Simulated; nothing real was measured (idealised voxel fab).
process module | voxel ribs on slabs
cross-section cut | 155 nm wide | cells 5 nm
A cross-section is a grid of square cells, given in bands from the top down. A band is one or more rows of cells.
Each band's line starts with the height of the band's top and of its bottom, in nm. Then come its materials from left to right, each with its width in nm. One material with "throughout" fills the band from edge to edge. "air" is empty space.
Height 0 is the level under which the wafer as received is all one material. The lowest band goes on downwards, as in "0 down".
A width such as "30 to 40" changes by the same amount from each row of cells to the next, from the band's top row to its bottom row.
"no change" after a step means that no cell of the cross-section changed.
closed voids: empty space of 8 cells or more with no open way to the top, each as width x height at its distance from the left edge, in nm
after a step's settings: what the simulator itself notes on the step
overlay nm, on a step with a mask: how far to the right of its planned place the mask lay; to the left if negative
plan
1 op RECEIVE | material Si
2 op DIRECTIONAL_DEP | material SiO2 | thk nm 20
3 op DIRECTIONAL_DEP | material SiN | thk nm 15
4 op DIRECTIONAL_DEP | material aC | thk nm 15
5 op PATTERN | tone cover | mask id RIB | material resist | width nm 30 | thk nm 35 | overlay nm 0
6 op DIRECTIONAL_ETCH | etch materials aC | depth nm 15
7 op STRIP | etch materials resist
8 op DIRECTIONAL_ETCH | etch materials SiN | depth nm 10
9 op STRIP | etch materials aC
10 op MASKED_ETCH | tone cover | mask id SLAB | width nm 90 | etch materials SiN | depth nm 5 | overlay nm 0
11 op FILL_DEP | material SiO2 | thk nm 15
12 op CMP | height nm 45
13 op DIRECTIONAL_DEP | material W | thk nm 5
14 op MASKED_ETCH | tone cover | mask id HEATER | width nm 40 | etch materials W | depth nm 5 | overlay nm 0
15 op CONFORMAL_DEP | material SiN | thk nm 10
as received, after step 1
  0 down: Si throughout
  closed voids: none
a wafer at the end: this start, this plan, one mistake
  60 to 55: air 45 | SiN 60 | air 50
  55 to 50: SiN throughout
  50 to 45: SiN 55 | W 40 | SiN 60
  45 to 35: SiO2 60 to 30 | SiN 30 to 90 | SiO2 65 to 35
  35 to 20: SiN throughout
  20 to 0: SiO2 throughout
  0 down: Si throughout
  closed voids: none
what went wrong: step 3 was run twice
